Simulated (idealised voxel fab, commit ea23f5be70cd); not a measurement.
You're looking at the process module voxel self aligned vias.
Cross-section cut: width 160 nm, square cells of 5 nm.
Each cross-section below is a grid of square cells, stated as bands in top-down order, with one or more rows of cells making up each band.
Per band: top height and bottom height in nm, followed by the left-to-right materials and their widths in nm; "throughout" marks a single material spanning edge to edge, "empty" marks empty space.
The level at which height equals 0 is the one under which the wafer, as it arrives, is entirely one material. No lower edge exists for the bottom band, which continues downward and is notated as in "0 nm and below".
You'd read "30->40" like this: the band's top row of cells is as wide as the first number, its bottom row is as wide as the second, and going down, every row changes width by the same amount as the row before did.
The cross-section has no changed cell in any step marked "nothing different".
Closed-off voids of 8+ cells (no open route to the top) go in "Fully enclosed voids", written width x height at distance from the left edge, in nm.
Where a step's line continues beyond its settings, the continuation is a remark by the simulator itself on that step.
What "overlay nm" on a step's line means: if the step has a mask, that mask lay this far to the right of its planned place, or, when the value is negative, to the left.
Pairs follow: section before one process step, section after it down to the lowest changed band, step with settings underneath. Pairs may come from different runs of this module on the same starting wafer; continuity with the pair above only as stated in the "State before" entry.

[State before]
> 75 nm to 70 nm = TiN: 40  empty: 20  TiN: 100
> 70 nm to 55 nm = SiO2: 35  TiN: 5  empty: 20  TiN: 5  SiO2: 95
> 55 nm to 50 nm = SiO2: 35  TiN: 10  empty: 10  TiN: 10  SiO2: 95
> 50 nm to 45 nm = SiO2: 40  TiN: 5  empty: 10  TiN: 5  SiO2: 35  SiN: 20  SiO2: 45
> 45 nm to 40 nm = SiO2: 40  TiN: 20  SiO2: 35  SiN: 20  SiO2: 45
> 40 nm to 25 nm = SiO2: 40  TiN: 5  Ru: 10  TiN: 5  SiO2: 35  TiN: 5  Ru: 10  TiN: 5  SiO2: 45
> 25 nm to 20 nm = SiO2: 40  TiN: 20  SiO2: 35  TiN: 20  SiO2: 45
> 20 nm to 0 nm = SiCN throughout
> 0 nm and below = Si throughout
> Fully enclosed voids: none

[Post-Step Geometry]
> 80 nm to 75 nm = Cu throughout
> 75 nm to 70 nm = TiN: 40  Cu: 20  TiN: 100
> 70 nm to 55 nm = SiO2: 35  TiN: 5  Cu: 20  TiN: 5  SiO2: 95
> 55 nm to 50 nm = SiO2: 35  TiN: 10  Cu: 10  TiN: 10  SiO2: 95
> 50 nm to 45 nm = SiO2: 40  TiN: 5  Cu: 10  TiN: 5  SiO2: 35  SiN: 20  SiO2: 45
> Everything under 45 stays put, no change at all.
> Fully enclosed voids: none
Step lying between the two cross-sections just above: op FILL_DEP | material Cu | thk nm 5

State before: The initial state for this step is given by the after cross-section of the immediately preceding pair.

[Post-Step Geometry]
> 70 nm to 55 nm = SiO2: 35  TiN: 5  Cu: 20  TiN: 5  SiO2: 95
> Everything under 55 stays put, no change at all.
> Fully enclosed voids: none
Step lying between the two cross-sections just above: op CMP | height nm 70

State before: The initial state for this step is given by the after cross-section of the immediately preceding pair.

[Post-Step Geometry]
> 75 nm to 70 nm = SiN throughout
> Everything under 70 stays put, no change at all.
> Fully enclosed voids: none
Step lying between the two cross-sections just above: op CONFORMAL_DEP | material SiN | thk nm 5

[State before]
> 70 nm to 50 nm = SiO2 throughout
> 50 nm to 40 nm = SiO2: 40  SiN: 20  SiO2: 35  SiN: 20  SiO2: 45
> 40 nm to 25 nm = SiO2: 40  TiN: 5  Ru: 10  TiN: 5  SiO2: 35  TiN: 5  Ru: 10  TiN: 5  SiO2: 45
> 25 nm to 20 nm = SiO2: 40  TiN: 20  SiO2: 35  TiN: 20  SiO2: 45
> 20 nm to 15 nm = SiCN throughout
> 15 nm to 0 nm = SiO2 throughout
> 0 nm and below = Si throughout
> Fully enclosed voids: none

[Post-Step Geometry]
> 90 nm to 70 nm = empty: 35  resist: 30  empty: 95
> Everything under 70 stays put, no change at all.
> Fully enclosed voids: none
Step lying between the two cross-sections just above: op PATTERN | tone cover | mask id VIAS | material resist | width nm 30 | thk nm 20 | overlay nm 0

State before: The initial state for this step is given by the after cross-section of the immediately preceding pair.

[Post-Step Geometry]
> 90 nm to 70 nm = empty: 35  resist: 30  empty: 95
> 70 nm to 50 nm = empty: 35  SiO2: 30  empty: 95
> Everything under 50 stays put, no change at all.
> Fully enclosed voids: none
Step lying between the two cross-sections just above: op DIRECTIONAL_ETCH | etch materials SiO2 | depth nm 20

State before: The initial state for this step is given by the after cross-section of the immediately preceding pair.

[Post-Step Geometry]
> 90 nm to 70 nm = empty: 35  resist: 30  empty: 95
> 70 nm to 50 nm = empty: 35  SiO2: 30  empty: 95
> 50 nm to 40 nm = SiO2: 40  SiN: 20  SiO2: 35  empty: 20  SiO2: 45
> Everything under 40 stays put, no change at all.
> Fully enclosed voids: none
Step lying between the two cross-sections just above: op DIRECTIONAL_ETCH | etch materials SiN | depth nm 10

State before: The initial state for this step is given by the after cross-section of the immediately preceding pair.

[Post-Step Geometry]
> 70 nm to 50 nm = empty: 35  SiO2: 30  empty: 95
> Everything under 50 stays put, no change at all.
> Fully enclosed voids: none
Step lying between the two cross-sections just above: op STRIP | etch materials resist

State before: The initial state for this step is given by the after cross-section of the immediately preceding pair.

[Post-Step Geometry]
> 75 nm to 70 nm = empty: 30  TiN: 40  empty: 90
> 70 nm to 55 nm = empty: 30  TiN: 5  SiO2: 30  TiN: 5  empty: 90
> 55 nm to 50 nm = TiN: 35  SiO2: 30  TiN: 35  empty: 10  TiN: 50
> 50 nm to 45 nm = SiO2: 40  SiN: 20  SiO2: 35  TiN: 5  empty: 10  TiN: 5  SiO2: 45
> 45 nm to 40 nm = SiO2: 40  SiN: 20  SiO2: 35  TiN: 20  SiO2: 45
> Everything under 40 stays put, no change at all.
> Fully enclosed voids: none
Step lying between the two cross-sections just above: op CONFORMAL_DEP | material TiN | thk nm 5

State before: The initial state for this step is given by the after cross-section of the immediately preceding pair.

[Post-Step Geometry]
> 80 nm to 75 nm = Cu throughout
> 75 nm to 70 nm = Cu: 30  TiN: 40  Cu: 90
> 70 nm to 55 nm = Cu: 30  TiN: 5  SiO2: 30  TiN: 5  Cu: 90
> 55 nm to 50 nm = TiN: 35  SiO2: 30  TiN: 35  Cu: 10  TiN: 50
> 50 nm to 45 nm = SiO2: 40  SiN: 20  SiO2: 35  TiN: 5  Cu: 10  TiN: 5  SiO2: 45
> Everything under 45 stays put, no change at all.
> Fully enclosed voids: none
Step lying between the two cross-sections just above: op FILL_DEP | material Cu | thk nm 5

State before: The initial state for this step is given by the after cross-section of the immediately preceding pair.

[Post-Step Geometry]
> 70 nm to 55 nm = Cu: 30  TiN: 5  SiO2: 30  TiN: 5  Cu: 90
> Everything under 55 stays put, no change at all.
> Fully enclosed voids: none
Step lying between the two cross-sections just above: op CMP | height nm 70

State before: The initial state for this step is given by the after cross-section of the immediately preceding pair.

[Post-Step Geometry]
> 75 nm to 70 nm = SiN throughout
> Everything under 70 stays put, no change at all.
> Fully enclosed voids: none
Step lying between the two cross-sections just above: op CONFORMAL_DEP | material SiN | thk nm 5
